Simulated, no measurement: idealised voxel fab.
Process module in this document: voxel quadruple lines
The cross-section shown here is cut; it is 200 nm wide and divided into square cells measuring 5 nm on a side.
A cross-section is written here as square cells arranged in a grid, and it is given in bands from the top down, each band taking up one or more rows of cells. Band: top height; bottom height; in nm. Then, left to right: material with width in nm, for each material. "full width": a single material spanning edge to edge. "blank": empty space. We count height from 0. Below that, the starting wafer is all one material. The lowest band never ends at the bottom but goes on down; see "0 nm and below" for how that is written. A width given as "30->40" starts at the first number in the band's top row and ends at the second number in its bottom row, shifting by an equal amount at every step from row to row. Any step labelled "no alterations made" changed none of the cells in the cross-section. If an empty space has no open way to the top and is at least 8 cells in size, "Enclosed void entries" lists it, written width x height at distance, where distance is measured from the left edge and every value is in nm. That trailing text on a step's line, after the settings, is the simulator's own remark on the step. If you see "overlay nm" on a step's line and that step has a mask, it's telling you how far right of where it was planned the mask ended up; a negative number means it went left instead.
**The following list gives the planned process steps**
1,RECEIVE, material Si
2,CONFORMAL_DEP, material Al2O3, thk nm 5
3,DIRECTIONAL_DEP, material Ru, thk nm 10
4,DIRECTIONAL_DEP, material polySi, thk nm 20
5,DIRECTIONAL_DEP, material aC, thk nm 20
6,PATTERN, tone cover, mask id MANDREL, material resist, width nm 20, pitch nm 60, thk nm 30, overlay nm 0
7,DIRECTIONAL_ETCH, etch materials aC, depth nm 20
8,STRIP, etch materials resist
9,CONFORMAL_DEP, material SiO2, thk nm 10
10,DIRECTIONAL_ETCH, etch materials SiO2, depth nm 10
11,STRIP, etch materials aC
12,DIRECTIONAL_ETCH, etch materials polySi, depth nm 20
13,STRIP, etch materials SiO2
14,CONFORMAL_DEP, material SiN, thk nm 5
15,DIRECTIONAL_ETCH, etch materials SiN, depth nm 5
16,STRIP, etch materials polySi
17,DIRECTIONAL_ETCH, etch materials Ru, depth nm 10
18,STRIP, etch materials SiN
19,FILL_DEP, material SiO2, thk nm 10
20,CMP, height nm 15
**Step 1 complete: cross-section of the wafer as received**
	0 nm and below: Si full width
	Enclosed void entries: none
**Looking at the first of two wafers in cross-section at end of module - ran to plan**
	15 nm to 5 nm: SiO2 45 nm, then Ru 5 nm, then SiO2 10 nm, then Ru 5 nm, then SiO2 10 nm, then Ru 5 nm, then SiO2 10 nm, then Ru 5 nm, then SiO2 10 nm, then Ru 5 nm, then SiO2 10 nm, then Ru 5 nm, then SiO2 10 nm, then Ru 5 nm, then SiO2 10 nm, then Ru 5 nm, then SiO2 45 nm
	5 nm to 0 nm: Al2O3 full width
	0 nm and below: Si full width
	Enclosed void entries: none
**Module end: cross-section of wafer two of two. Same start and process plan as the first wafer. One mistake during execution**
	20 nm to 15 nm: SiO2 full width
	15 nm to 5 nm: SiO2 45 nm, then Ru 5 nm, then SiO2 10 nm, then Ru 5 nm, then SiO2 10 nm, then Ru 5 nm, then SiO2 10 nm, then Ru 5 nm, then SiO2 10 nm, then Ru 5 nm, then SiO2 10 nm, then Ru 5 nm, then SiO2 10 nm, then Ru 5 nm, then SiO2 10 nm, then Ru 5 nm, then SiO2 45 nm
	5 nm to 0 nm: Al2O3 full width
	0 nm and below: Si full width
	Enclosed void entries: none
Misprocessing identified: step 20 ran as: CMP, height nm 20
Final wafer comparison in cells, second versus first, more or fewer per material: +40 SiO2
